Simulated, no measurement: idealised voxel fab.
Module name: voxel plated lines (process module)
FYI the section here is cut, 260 nm wide, cells are 5 nm squares.
A cross-section is a grid of square cells, given in bands from the top down. A band is one or more rows of cells. Each band's line starts with the height of the band's top and of its bottom, in nm. Then come its materials from left to right, each with its width in nm. One material with "all across" fills the band from edge to edge. "empty" is empty space. Below 0: as-received wafer, all one material; heights counted from there. Lowest band: no bottom, goes on down, written "top 0, no bottom". Graded width ("30 to 40"): value in top row of band = first number; value in bottom row = second number; row-to-row change constant. Any step labelled "all unchanged" changed none of the cells in the cross-section. "Enclosed internal voids" lists enclosed empty spaces (at least 8 cells, no open path upward to the top), each as width x height at distance from the left edge, in nm. Whatever follows a step's settings on its line is a remark the simulator itself makes about that step. overlay nm: on a step with a mask, how far right of its planned place the mask lay; negative means left.

Here's what the planned process steps look like:
1 RECEIVE | material Si
2 CONFORMAL_DEP | material SiO2 | thk nm 5
3 DIRECTIONAL_DEP | material TiN | thk nm 5
4 PATTERN | tone open | mask id LINES | material resist | width nm 30 | pitch nm 50 | thk nm 35 | overlay nm 0
5 EPI | material Ru | thk nm 5
6 EPI | material Ru | thk nm 10
7 EPI | material Ru | thk nm 5
8 STRIP | etch materials resist
9 DIRECTIONAL_ETCH | etch materials TiN | depth nm 5
10 CONFORMAL_DEP | material SiO2 | thk nm 10

As-received wafer cross-section (after step 1):
	top 0, no bottom  Si all across
	Enclosed internal voids: none

Cross-sectional result after module completion. Note: starting condition and plan are unchanged from above; one processing mistake was made:
	top 45, bottom 30  25 of empty / 210 of SiO2 / 25 of empty
	top 30, bottom 20  25 of empty / 15 of SiO2 / 30 of Ru / 20 of SiO2 / 30 of Ru / 20 of SiO2 / 30 of Ru / 20 of SiO2 / 30 of Ru / 15 of SiO2 / 25 of empty
	top 20, bottom 10  40 of SiO2 / 30 of Ru / 20 of SiO2 / 30 of Ru / 20 of SiO2 / 30 of Ru / 20 of SiO2 / 30 of Ru / 40 of SiO2
	top 10, bottom 5  40 of SiO2 / 30 of TiN / 20 of SiO2 / 30 of TiN / 20 of SiO2 / 30 of TiN / 20 of SiO2 / 30 of TiN / 40 of SiO2
	top 5, bottom 0  SiO2 all across
	top 0, no bottom  Si all across
	Enclosed internal voids: none
Where did the run depart from the plan? step 10 was not run as planned; what actually ran was CONFORMAL_DEP | material SiO2 | thk nm 15
